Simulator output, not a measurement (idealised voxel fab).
Proc. module: voxel gate over fins
The cross-section on display is named cut; it measures 275 nm wide, and its cells are 5 nm squares.
A cross-section is written here as square cells arranged in a grid, and it is given in bands from the top down, each band taking up one or more rows of cells. Heights first: top, then bottom, in nm. Then materials, left to right, each with a width in nm. "all across" on a single material: fills the band edge to edge. "empty": empty space. Height reference: 0 = level under which incoming wafer is all one material. Lowest band: no bottom, runs on downward, e.g. "0 nm and below". The width entry "30->40" should be interpreted row by row: the top row of cells in the band takes the first number, the bottom row takes the second number, and the change between adjacent rows is uniform throughout. Given "nothing changed" for a step, no cell of the cross-section differs between before and after that step. Any empty space of 8 cells or more lacking an open way to the top shows up in "Closed voids list" as width x height at distance, distance from the left edge, in nm. Note: text after step settings on the step line = simulator remark on that step. overlay nm: for a step with a mask, the amount by which the mask lay right of where it was planned; a negative amount means left of it.

So here's the lineup of process steps we planned
- 1: RECEIVE [material Si]
- 2: CONFORMAL_DEP [material SiN] [thk nm 10]
- 3: MASKED_ETCH [tone cover] [mask id FINS] [width nm 15] [pitch nm 40] [etch materials SiN] [depth nm 10] [overlay nm 0]
- 4: MASKED_ETCH [tone cover] [mask id FINS] [width nm 15] [pitch nm 40] [etch materials Si] [depth nm 30] [overlay nm 0]
- 5: OXIDIZE [depth nm 5]
- 6: FILL_DEP [material SiO2] [thk nm 10]
- 7: CMP [height nm 10]
- 8: SELECTIVE_ETCH [etch materials SiO2] [depth nm 25]
- 9: STRIP [etch materials SiN]
- 10: CONFORMAL_DEP [material HfO2] [thk nm 5]
- 11: CONFORMAL_DEP [material TiN] [thk nm 5]
- 12: FILL_DEP [material W] [thk nm 10]
- 13: CMP [height nm 15]
- 14: CONFORMAL_DEP [material SiCN] [thk nm 10]

First of two wafers, with the run carried out as planned

As received (post step 1): cross-section
* 0 nm and below  Si all across
* Closed voids list: none

The wafer in cross-section once step 2 is complete
* 10 nm to 0 nm  SiN all across
* Heights below 0 show no change.

The wafer in cross-section once step 3 is complete
* 10 nm to 0 nm  empty 110 nm | SiN 15 nm | empty 25 nm | SiN 15 nm | empty 110 nm
* Heights below 0 show no change.

The wafer in cross-section once step 4 is complete
* 10 nm to 0 nm  empty 110 nm | SiN 15 nm | empty 25 nm | SiN 15 nm | empty 110 nm
* 0 nm to -30 nm  empty 110 nm | Si 15 nm | empty 25 nm | Si 15 nm | empty 110 nm
* Heights below -30 show no change.

The wafer in cross-section once step 5 is complete
* 10 nm to 0 nm  empty 110 nm | SiN 15 nm | empty 25 nm | SiN 15 nm | empty 110 nm
* 0 nm to -30 nm  empty 110 nm | SiO2 5 nm | Si 5 nm | SiO2 5 nm | empty 25 nm | SiO2 5 nm | Si 5 nm | SiO2 5 nm | empty 110 nm
* -30 nm to -35 nm  SiO2 115 nm | Si 5 nm | SiO2 35 nm | Si 5 nm | SiO2 115 nm
* Heights below -35 show no change.

The wafer in cross-section once step 6 is complete
* 20 nm to 10 nm  SiO2 all across
* 10 nm to 0 nm  SiO2 110 nm | SiN 15 nm | SiO2 25 nm | SiN 15 nm | SiO2 110 nm
* 0 nm to -35 nm  SiO2 115 nm | Si 5 nm | SiO2 35 nm | Si 5 nm | SiO2 115 nm
* Heights below -35 show no change.

The wafer in cross-section once step 7 is complete
* 10 nm to 0 nm  SiO2 110 nm | SiN 15 nm | SiO2 25 nm | SiN 15 nm | SiO2 110 nm
* Heights below 0 show no change.

The wafer in cross-section once step 8 is complete
* 10 nm to 0 nm  empty 110 nm | SiN 15 nm | empty 25 nm | SiN 15 nm | empty 110 nm
* 0 nm to -15 nm  empty 115 nm | Si 5 nm | empty 35 nm | Si 5 nm | empty 115 nm
* Heights below -15 show no change.

The wafer in cross-section once step 9 is complete
* 0 nm to -15 nm  empty 115 nm | Si 5 nm | empty 35 nm | Si 5 nm | empty 115 nm
* Heights below -15 show no change.

The wafer in cross-section once step 10 is complete
* 5 nm to 0 nm  empty 110 nm | HfO2 15 nm | empty 25 nm | HfO2 15 nm | empty 110 nm
* 0 nm to -10 nm  empty 110 nm | HfO2 5 nm | Si 5 nm | HfO2 5 nm | empty 25 nm | HfO2 5 nm | Si 5 nm | HfO2 5 nm | empty 110 nm
* -10 nm to -15 nm  HfO2 115 nm | Si 5 nm | HfO2 35 nm | Si 5 nm | HfO2 115 nm
* Heights below -15 show no change.

The wafer in cross-section once step 11 is complete
* 10 nm to 5 nm  empty 105 nm | TiN 25 nm | empty 15 nm | TiN 25 nm | empty 105 nm
* 5 nm to 0 nm  empty 105 nm | TiN 5 nm | HfO2 15 nm | TiN 5 nm | empty 15 nm | TiN 5 nm | HfO2 15 nm | TiN 5 nm | empty 105 nm
* 0 nm to -5 nm  empty 105 nm | TiN 5 nm | HfO2 5 nm | Si 5 nm | HfO2 5 nm | TiN 5 nm | empty 15 nm | TiN 5 nm | HfO2 5 nm | Si 5 nm | HfO2 5 nm | TiN 5 nm | empty 105 nm
* -5 nm to -10 nm  TiN 110 nm | HfO2 5 nm | Si 5 nm | HfO2 5 nm | TiN 25 nm | HfO2 5 nm | Si 5 nm | HfO2 5 nm | TiN 110 nm
* Heights below -10 show no change.

The wafer in cross-section once step 12 is complete
* 20 nm to 10 nm  W all across
* 10 nm to 5 nm  W 105 nm | TiN 25 nm | W 15 nm | TiN 25 nm | W 105 nm
* 5 nm to 0 nm  W 105 nm | TiN 5 nm | HfO2 15 nm | TiN 5 nm | W 15 nm | TiN 5 nm | HfO2 15 nm | TiN 5 nm | W 105 nm
* 0 nm to -5 nm  W 105 nm | TiN 5 nm | HfO2 5 nm | Si 5 nm | HfO2 5 nm | TiN 5 nm | W 15 nm | TiN 5 nm | HfO2 5 nm | Si 5 nm | HfO2 5 nm | TiN 5 nm | W 105 nm
* Heights below -5 show no change.

The wafer in cross-section once step 13 is complete
* 15 nm to 10 nm  W all across
* Heights below 10 show no change.

The wafer in cross-section once step 14 is complete
* 25 nm to 15 nm  SiCN all across
* Heights below 15 show no change.

Second Wafer (Identical Start and Plan, One Processing Error; Matches First Wafer Through Step 13)

Planned end of step 14: second wafer, cross-section
* 25 nm to 15 nm  HfO2 all across
* Heights below 15 show no change.
Which mistake was made when the wafer was run? the process deviated at step 14: the operation and settings actually run there were CONFORMAL_DEP [material HfO2] [thk nm 10]
Wrapping up, a cell-based count of both wafers puts the second over or under the first for these materials: HfO2: 110 more; SiCN: 110 fewer
